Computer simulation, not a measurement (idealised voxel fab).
Presented below is a process module, voxel double patterning.
In the cross-section labelled cut, the width is 175 nm and each square cell is 5 nm.
Notation: cross-section as square-cell grid; stated in bands, top first, going down; one or more cell rows per band.
Basically the band line says how high the top is and how high the bottom is, in nm, and then what's in it from left to right, every material with its width in nm. Empty space shows up as "air", and if a single material carries "full width" it runs the full band edge to edge.
Ref level 0: as-received wafer is one material below here. Bottom band extends down with no lower bound ("top 0, no bottom").
Quick explanation for "30 to 40": the width changes in equal steps down the rows of cells, from the first number in the band's top row to the second number in its bottom row.
Any step labelled "remained the same" changed none of the cells in the cross-section.
The entry titled "Fully enclosed voids" provides the empty spaces that have no open way to the top, restricted to those of 8 cells or more. Each is presented as width x height at distance, the distance being measured from the left edge, with all three in nm.
What comes after the settings on a step's line is commentary from the simulator itself on that step.
A step line may carry the setting "overlay nm", which, for steps involving a mask, states the distance by which the mask lay to the right of its intended position; negative values denote displacement to the left.

Intended process steps
step 1: RECEIVE | material Si
step 2: CONFORMAL_DEP | material SiO2 | thk nm 10
step 3: DIRECTIONAL_DEP | material W | thk nm 10
step 4: DIRECTIONAL_DEP | material SiCN | thk nm 5
step 5: DIRECTIONAL_DEP | material aC | thk nm 10
step 6: PATTERN | tone open | mask id FIRST | material resist | width nm 15 | pitch nm 50 | thk nm 25 | overlay nm 0
step 7: DIRECTIONAL_ETCH | etch materials aC | depth nm 10
step 8: STRIP | etch materials resist
step 9: DIRECTIONAL_ETCH | etch materials SiCN | depth nm 5
step 10: STRIP | etch materials aC
step 11: PATTERN | tone open | mask id SECOND | material resist | width nm 15 | pitch nm 50 | thk nm 15 | overlay nm 0
step 12: DIRECTIONAL_ETCH | etch materials SiCN | depth nm 5
step 13: STRIP | etch materials resist
step 14: DIRECTIONAL_ETCH | etch materials W | depth nm 10
step 15: STRIP | etch materials SiCN

On the first of the two wafers: run conducted according to plan

Here's what the wafer looked like in cross-section when it arrived - that's after step 1
* top 0, no bottom: Si full width
* Fully enclosed voids: none

after step 2
* top 10, bottom 0: SiO2 full width
* Whatever lies below 0 is exactly as it was before.

after step 3
* top 20, bottom 10: W full width
* Whatever lies below 10 is exactly as it was before.

after step 4
* top 25, bottom 20: SiCN full width
* Whatever lies below 20 is exactly as it was before.

after step 5
* top 35, bottom 25: aC full width
* Whatever lies below 25 is exactly as it was before.

after step 6
* top 60, bottom 35: 30 nm resist / 15 nm air / 35 nm resist / 15 nm air / 35 nm resist / 15 nm air / 30 nm resist
* Whatever lies below 35 is exactly as it was before.

after step 7
* top 50, bottom 35: 30 nm resist / 15 nm air / 35 nm resist / 15 nm air / 35 nm resist / 15 nm air / 30 nm resist
* top 35, bottom 25: 30 nm aC / 15 nm air / 35 nm aC / 15 nm air / 35 nm aC / 15 nm air / 30 nm aC
* Whatever lies below 25 is exactly as it was before.

after step 8
* top 35, bottom 25: 30 nm aC / 15 nm air / 35 nm aC / 15 nm air / 35 nm aC / 15 nm air / 30 nm aC
* Whatever lies below 25 is exactly as it was before.

after step 9
* top 35, bottom 25: 30 nm aC / 15 nm air / 35 nm aC / 15 nm air / 35 nm aC / 15 nm air / 30 nm aC
* top 25, bottom 20: 30 nm SiCN / 15 nm air / 35 nm SiCN / 15 nm air / 35 nm SiCN / 15 nm air / 30 nm SiCN
* Whatever lies below 20 is exactly as it was before.

after step 10
* top 25, bottom 20: 30 nm SiCN / 15 nm air / 35 nm SiCN / 15 nm air / 35 nm SiCN / 15 nm air / 30 nm SiCN
* Whatever lies below 20 is exactly as it was before.

after step 11
* top 40, bottom 25: 55 nm resist / 15 nm air / 35 nm resist / 15 nm air / 55 nm resist
* top 25, bottom 20: 30 nm SiCN / 15 nm resist / 35 nm SiCN / 15 nm resist / 35 nm SiCN / 15 nm resist / 30 nm SiCN
* Whatever lies below 20 is exactly as it was before.

after step 12
* top 40, bottom 25: 55 nm resist / 15 nm air / 35 nm resist / 15 nm air / 55 nm resist
* top 25, bottom 20: 30 nm SiCN / 15 nm resist / 10 nm SiCN / 15 nm air / 10 nm SiCN / 15 nm resist / 10 nm SiCN / 15 nm air / 10 nm SiCN / 15 nm resist / 30 nm SiCN
* Whatever lies below 20 is exactly as it was before.

after step 13
* top 25, bottom 20: 30 nm SiCN / 15 nm air / 10 nm SiCN / 15 nm air / 10 nm SiCN / 15 nm air / 10 nm SiCN / 15 nm air / 10 nm SiCN / 15 nm air / 30 nm SiCN
* Whatever lies below 20 is exactly as it was before.

after step 14
* top 25, bottom 20: 30 nm SiCN / 15 nm air / 10 nm SiCN / 15 nm air / 10 nm SiCN / 15 nm air / 10 nm SiCN / 15 nm air / 10 nm SiCN / 15 nm air / 30 nm SiCN
* top 20, bottom 10: 30 nm W / 15 nm air / 10 nm W / 15 nm air / 10 nm W / 15 nm air / 10 nm W / 15 nm air / 10 nm W / 15 nm air / 30 nm W
* Whatever lies below 10 is exactly as it was before.

after step 15
* top 20, bottom 10: 30 nm W / 15 nm air / 10 nm W / 15 nm air / 10 nm W / 15 nm air / 10 nm W / 15 nm air / 10 nm W / 15 nm air / 30 nm W
* Whatever lies below 10 is exactly as it was before.

Second wafer, same starting conditions and recipe as the first, one mistake in executing it, nothing differs from the first up to and including step 1

Second wafer, sectioned view, at step 2's planned end time
* top 10, bottom 0: aC full width
* Whatever lies below 0 is exactly as it was before.

Second wafer, sectioned view, at step 3's planned end time
* top 20, bottom 10: W full width
* Whatever lies below 10 is exactly as it was before.

Second wafer, sectioned view, at step 4's planned end time
* top 25, bottom 20: SiCN full width
* Whatever lies below 20 is exactly as it was before.

Second wafer, sectioned view, at step 5's planned end time
* top 35, bottom 25: aC full width
* Whatever lies below 25 is exactly as it was before.

Second wafer, sectioned view, at step 6's planned end time
* top 60, bottom 35: 30 nm resist / 15 nm air / 35 nm resist / 15 nm air / 35 nm resist / 15 nm air / 30 nm resist
* Whatever lies below 35 is exactly as it was before.

Second wafer, sectioned view, at step 7's planned end time
* top 50, bottom 35: 30 nm resist / 15 nm air / 35 nm resist / 15 nm air / 35 nm resist / 15 nm air / 30 nm resist
* top 35, bottom 25: 30 nm aC / 15 nm air / 35 nm aC / 15 nm air / 35 nm aC / 15 nm air / 30 nm aC
* Whatever lies below 25 is exactly as it was before.

Second wafer, sectioned view, at step 8's planned end time
* top 35, bottom 25: 30 nm aC / 15 nm air / 35 nm aC / 15 nm air / 35 nm aC / 15 nm air / 30 nm aC
* Whatever lies below 25 is exactly as it was before.

Second wafer, sectioned view, at step 9's planned end time
* top 35, bottom 25: 30 nm aC / 15 nm air / 35 nm aC / 15 nm air / 35 nm aC / 15 nm air / 30 nm aC
* top 25, bottom 20: 30 nm SiCN / 15 nm air / 35 nm SiCN / 15 nm air / 35 nm SiCN / 15 nm air / 30 nm SiCN
* Whatever lies below 20 is exactly as it was before.

Second wafer, sectioned view, at step 10's planned end time
* top 25, bottom 20: 30 nm SiCN / 15 nm air / 35 nm SiCN / 15 nm air / 35 nm SiCN / 15 nm air / 30 nm SiCN
* Whatever lies below 20 is exactly as it was before.

Second wafer, sectioned view, at step 11's planned end time
* top 40, bottom 25: 55 nm resist / 15 nm air / 35 nm resist / 15 nm air / 55 nm resist
* top 25, bottom 20: 30 nm SiCN / 15 nm resist / 35 nm SiCN / 15 nm resist / 35 nm SiCN / 15 nm resist / 30 nm SiCN
* Whatever lies below 20 is exactly as it was before.

Second wafer, sectioned view, at step 12's planned end time
* top 40, bottom 25: 55 nm resist / 15 nm air / 35 nm resist / 15 nm air / 55 nm resist
* top 25, bottom 20: 30 nm SiCN / 15 nm resist / 10 nm SiCN / 15 nm air / 10 nm SiCN / 15 nm resist / 10 nm SiCN / 15 nm air / 10 nm SiCN / 15 nm resist / 30 nm SiCN
* Whatever lies below 20 is exactly as it was before.

Second wafer, sectioned view, at step 13's planned end time
* top 25, bottom 20: 30 nm SiCN / 15 nm air / 10 nm SiCN / 15 nm air / 10 nm SiCN / 15 nm air / 10 nm SiCN / 15 nm air / 10 nm SiCN / 15 nm air / 30 nm SiCN
* Whatever lies below 20 is exactly as it was before.

Second wafer, sectioned view, at step 14's planned end time
* top 25, bottom 20: 30 nm SiCN / 15 nm air / 10 nm SiCN / 15 nm air / 10 nm SiCN / 15 nm air / 10 nm SiCN / 15 nm air / 10 nm SiCN / 15 nm air / 30 nm SiCN
* top 20, bottom 10: 30 nm W / 15 nm air / 10 nm W / 15 nm air / 10 nm W / 15 nm air / 10 nm W / 15 nm air / 10 nm W / 15 nm air / 30 nm W
* Whatever lies below 10 is exactly as it was before.

Second wafer, sectioned view, at step 15's planned end time
* top 20, bottom 10: 30 nm W / 15 nm air / 10 nm W / 15 nm air / 10 nm W / 15 nm air / 10 nm W / 15 nm air / 10 nm W / 15 nm air / 30 nm W
* Whatever lies below 10 is exactly as it was before.
So what did we get wrong on this run? heads up, step 2 didn't go per plan, it actually ran as CONFORMAL_DEP | material aC | thk nm 10
Looking at both finished wafers in cells, the second ends up ahead of or behind the first on some materials: SiO2: 70 fewer; aC: 70 more
